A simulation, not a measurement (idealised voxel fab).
The process module that follows is named voxel spacer lines.
The figure presents cross-section cut, which has a width of 145 nm and is divided into square cells with an edge length of 5 nm.
A cross-section is written here as square cells arranged in a grid, and it is given in bands from the top down, each band taking up one or more rows of cells.
In this notation a band is specified by the heights of its top and bottom, in that order and in nm, after which its materials appear from left to right, each paired with its width in nm. The word "throughout" attached to a single material means that material fills the band from edge to edge; the word "blank" stands for empty space.
Height reference: 0 = level under which incoming wafer is all one material. Lowest band: no bottom, runs on downward, e.g. "top 0, no bottom".
Per-row width for "30->40": begins at first number (top row of band), ends at second number (bottom row), increment between rows held constant.
You'll sometimes find "remained unchanged" written for a step, and that's the way of saying that nowhere in the cross-section did a cell change during that step.
Unvented internal voids: empty space of 8 cells or more with no open way to the top, each as width x height at its distance from the left edge, in nm
What comes after the settings on a step's line is commentary from the simulator itself on that step.
Among the settings permitted on a step's line is "overlay nm"; applied to a step with a mask, it specifies the extent to which the mask lay to the right of its planned position, whereas a negative figure signifies a position to the left.

-- So here's the lineup of process steps we planned
1 op RECEIVE | material Si
2 op CONFORMAL_DEP | material Al2O3 | thk nm 5
3 op DIRECTIONAL_DEP | material TiN | thk nm 20
4 op DIRECTIONAL_DEP | material polySi | thk nm 30
5 op PATTERN | tone cover | mask id MANDREL | material resist | width nm 15 | pitch nm 50 | thk nm 35 | overlay nm 0
6 op DIRECTIONAL_ETCH | etch materials polySi | depth nm 30
7 op STRIP | etch materials resist
8 op CONFORMAL_DEP | material SiO2 | thk nm 10
9 op DIRECTIONAL_ETCH | etch materials SiO2 | depth nm 10
10 op STRIP | etch materials polySi
11 op DIRECTIONAL_ETCH | etch materials TiN | depth nm 20
12 op STRIP | etch materials SiO2
13 op FILL_DEP | material lowk | thk nm 5
14 op CMP | height nm 25

-- As-received state of the wafer in cross-section, equivalent to post-step 1
  top 0, no bottom | Si throughout
  Unvented internal voids: none

-- The first of the two wafers as seen in cross-section once the module was finished; processing followed the plan
  top 25, bottom 5 | lowk (5), TiN (10), lowk (15), TiN (10), lowk (15), TiN (10), lowk (15), TiN (10), lowk (15), TiN (10), lowk (15), TiN (10), lowk (5)
  top 5, bottom 0 | Al2O3 throughout
  top 0, no bottom | Si throughout
  Unvented internal voids: none

-- second wafer at the end: like start, like plan, one mistake
  top 15, bottom 5 | lowk (5), TiN (10), lowk (15), TiN (10), lowk (15), TiN (10), lowk (15), TiN (10), lowk (15), TiN (10), lowk (15), TiN (10), lowk (5)
  top 5, bottom 0 | Al2O3 throughout
  top 0, no bottom | Si throughout
  Unvented internal voids: none
Finding, execution versus plan: off-plan run, step 14, actual operation and settings op CMP | height nm 15
Bottom line after processing is that, in cells, the second wafer is up or down on some materials versus the first: TiN: 24 fewer | lowk: 34 fewer
